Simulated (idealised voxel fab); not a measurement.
process module | voxel self aligned contacts
cross-section cut | 190 nm wide | cells 5 nm
A cross-section is a grid of square cells, given in bands from the top down. A band is one or more rows of cells.
Each band's line starts with the height of the band's top and of its bottom, in nm. Then come its materials from left to right, each with its width in nm. One material with "throughout" fills the band from edge to edge. "air" is empty space.
Height 0 is the level under which the wafer as received is all one material. The lowest band goes on downwards, as in "0 down".
A width such as "30 to 40" changes by the same amount from each row of cells to the next, from the band's top row to its bottom row.
"no change" after a step means that no cell of the cross-section changed.
closed voids: empty space of 8 cells or more with no open way to the top, each as width x height at its distance from the left edge, in nm
after a step's settings: what the simulator itself notes on the step
overlay nm, on a step with a mask: how far to the right of its planned place the mask lay; to the left if negative
plan
1 op RECEIVE | material Si
2 op OXIDIZE | depth nm 5
3 op DIRECTIONAL_DEP | material polySi | thk nm 25
4 op DIRECTIONAL_DEP | material SiN | thk nm 25
5 op PATTERN | tone cover | mask id GATE | material resist | width nm 35 | pitch nm 80 | thk nm 20 | overlay nm 0
6 op DIRECTIONAL_ETCH | etch materials SiN | depth nm 25
7 op DIRECTIONAL_ETCH | etch materials polySi | depth nm 25
8 op STRIP | etch materials resist
9 op CONFORMAL_DEP | material SiN | thk nm 10
10 op DIRECTIONAL_ETCH | etch materials SiN | depth nm 10
11 op FILL_DEP | material SiO2 | thk nm 10
12 op CMP | height nm 55
13 op DIRECTIONAL_DEP | material aC | thk nm 15
14 op PATTERN | tone open | mask id CONTACT | material resist | width nm 55 | thk nm 35 | overlay nm 0
15 op DIRECTIONAL_ETCH | etch materials aC | depth nm 15
16 op STRIP | etch materials resist
17 op DIRECTIONAL_ETCH | etch materials SiO2 | depth nm 60
18 op STRIP | etch materials aC
19 op CONFORMAL_DEP | material TiN | thk nm 5
20 op FILL_DEP | material Ru | thk nm 5
21 op CMP | height nm 55
22 op CONFORMAL_DEP | material SiN | thk nm 5
as received, after step 1
  0 down: Si throughout
  closed voids: none
a wafer at the end: this start, this plan, one mistake
  60 to 55: SiN throughout
  55 to 50: SiO2 25 | SiN 55 | TiN 25 | SiN 55 | SiO2 30
  50 to 25: SiN throughout
  25 to 0: polySi throughout
  0 to -5: SiO2 throughout
  -5 down: Si throughout
  closed voids: none
what went wrong: step 4 was run twice
